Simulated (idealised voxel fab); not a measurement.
Process module in this document: voxel air gaps
Cross-section cut spans 300 nm and uses square cells 5 nm in size.
Each cross-section below is a grid of square cells, stated as bands in top-down order, with one or more rows of cells making up each band.
In this notation a band is specified by the heights of its top and bottom, in that order and in nm, after which its materials appear from left to right, each paired with its width in nm. The word "full width" attached to a single material means that material fills the band from edge to edge; the word "air" stands for empty space.
Heads up on the height convention: 0 is the point under which the incoming wafer is all one material, and the lowest band has no bottom, it just keeps going down, like "0 -> down".
Note: "30..40" means the width goes from the first number (top row of the band) to the second number (bottom row) in equal steps per row of cells.
Basically "remained the same" means that step didn't change any cell in the cross-section.
"Tabulated closed voids": empty spaces of 8 cells or more with no open way to the top, each given as width x height at distance, distance from the left edge, all in nm.
Where a step's line continues beyond its settings, the continuation is a remark by the simulator itself on that step.
Steps that use a mask can have "overlay nm" on their line. It says how far the mask sat to the right of where it was meant to be. Negative means to the left.

Planned process steps
1) RECEIVE: material Si
2) CONFORMAL_DEP: material SiO2, thk nm 5
3) CONFORMAL_DEP: material SiCN, thk nm 5
4) DIRECTIONAL_DEP: material lowk, thk nm 30
5) PATTERN: tone open, mask id LINES, material resist, width nm 25, pitch nm 55, thk nm 20, overlay nm 0
6) DIRECTIONAL_ETCH: etch materials lowk, depth nm 30
7) STRIP: etch materials resist
8) CONFORMAL_DEP: material TiN, thk nm 5
9) FILL_DEP: material W, thk nm 5
10) CMP: height nm 50
11) EPI: material Ru, thk nm 10
12) SELECTIVE_ETCH: etch materials lowk, depth nm 40
13) CONFORMAL_DEP: material SiCN, thk nm 5
Keep in mind the plan's value for the thk nm of step 2 comes from the first wafer; the wafers don't share that setting, but they do share the same starting point.

As received, i.e. after step 1: cross-section through the first of several wafers
* 0 -> down | Si full width
* Tabulated closed voids: none

Take any row and you have a wafer at the end of the module: how many cells of each material it has gained (+) or lost (-) since it was received, and then its closed voids
thk nm 5, +120 Ru, +120 SiCN, +60 SiO2, +108 TiN, +132 W, +240 lowk, Tabulated closed voids: none
thk nm 10, +120 Ru, +120 SiCN, +120 SiO2, +108 TiN, +72 W, +240 lowk, Tabulated closed voids: none
thk nm 15, +72 Ru, +216 SiCN, +180 SiO2, +60 TiN, +60 W, Tabulated closed voids: 20 x 20 at 85; 20 x 20 at 140; 20 x 20 at 195
thk nm 20, +72 Ru, +208 SiCN, +240 SiO2, +52 TiN, +48 W, Tabulated closed voids: 20 x 15 at 85; 20 x 15 at 140; 20 x 15 at 195
thk nm 25, +72 Ru, +200 SiCN, +300 SiO2, +44 TiN, +36 W, Tabulated closed voids: 20 x 10 at 85; 20 x 10 at 140; 20 x 10 at 195
thk nm 30, +72 Ru, +192 SiCN, +360 SiO2, +36 TiN, +24 W, Tabulated closed voids: none
